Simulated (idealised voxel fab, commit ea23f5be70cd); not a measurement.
Process module heading - voxel self aligned contacts
Each square cell in cross-section cut measures 5 nm, and the section as a whole is 270 nm wide.
Cross-sections here: square-cell grids, written as top-down lists of bands, a band being one or more rows of cells.
Heights first: top, then bottom, in nm. Then materials, left to right, each with a width in nm. "all across" on a single material: fills the band edge to edge. "blank": empty space.
Below 0: as-received wafer, all one material; heights counted from there. Lowest band: no bottom, goes on down, written "0 -> down".
The two numbers in a width such as "30..40" mark its ends across the band: the first belongs to the top row of cells, the second to the bottom row, and from each row to the next the width moves by the same amount.
When a step is marked "remained unchanged", none of the cells in the cross-section changed during that step.
"Closed void listing": empty spaces of 8 cells or more with no open way to the top, each given as width x height at distance, distance from the left edge, all in nm.
That trailing text on a step's line, after the settings, is the simulator's own remark on the step.
You can add "overlay nm" to a step's line. For a step with a mask, it describes how far the mask lay to the right of its planned position, and a negative number describes a lay to the left.
Process steps (planned)
1 RECEIVE: material Si
2 OXIDIZE: depth nm 5
3 DIRECTIONAL_DEP: material polySi, thk nm 30
4 DIRECTIONAL_DEP: material SiN, thk nm 20
5 DIRECTIONAL_DEP: material aC, thk nm 10
6 PATTERN: tone cover, mask id GATE, material resist, width nm 30, pitch nm 75, thk nm 30, overlay nm 0
7 DIRECTIONAL_ETCH: etch materials aC, depth nm 10
8 STRIP: etch materials resist
9 DIRECTIONAL_ETCH: etch materials SiN, depth nm 20
10 DIRECTIONAL_ETCH: etch materials polySi, depth nm 30
11 STRIP: etch materials aC
12 CONFORMAL_DEP: material SiN, thk nm 10
13 DIRECTIONAL_ETCH: etch materials SiN, depth nm 10
14 FILL_DEP: material SiO2, thk nm 20
15 CMP: height nm 60
16 DIRECTIONAL_DEP: material aC, thk nm 10
17 PATTERN: tone open, mask id CONTACT, material resist, width nm 55, thk nm 30, overlay nm 0
18 DIRECTIONAL_ETCH: etch materials aC, depth nm 10
19 STRIP: etch materials resist
20 DIRECTIONAL_ETCH: etch materials SiO2, depth nm 65
21 STRIP: etch materials aC
22 CONFORMAL_DEP: material TiN, thk nm 5
23 FILL_DEP: material Ru, thk nm 5
24 CMP: height nm 60
25 CONFORMAL_DEP: material SiN, thk nm 5
Shown in cross-section is the wafer as received, that is, as it stands after step 1
* 0 -> down  Si all across
* Closed void listing: none
End-of-module cross-section. Starting structure and process plan as above; one mistake made in running it
* 65 -> 60  SiN all across
* 60 -> 50  SiO2: 105; TiN: 5..20; Ru: 45..15; TiN: 5..20; SiO2: 110
* 50 -> 30  SiO2: 70; SiN: 50; TiN: 5; Ru: 15; TiN: 5; SiN: 50; SiO2: 75
* 30 -> 0  SiO2: 70; SiN: 10; polySi: 30; SiN: 10; TiN: 5; Ru: 15; TiN: 5; SiN: 10; polySi: 30; SiN: 10; SiO2: 75
* 0 -> -5  SiO2: 120; TiN: 25; SiO2: 125
* -5 -> -10  SiO2 all across
* -10 -> down  Si all across
* Closed void listing: none
Against the plan, the run slipped here: so step 2 ended up running with a different setting than we planned, it ran as OXIDIZE: depth nm 10
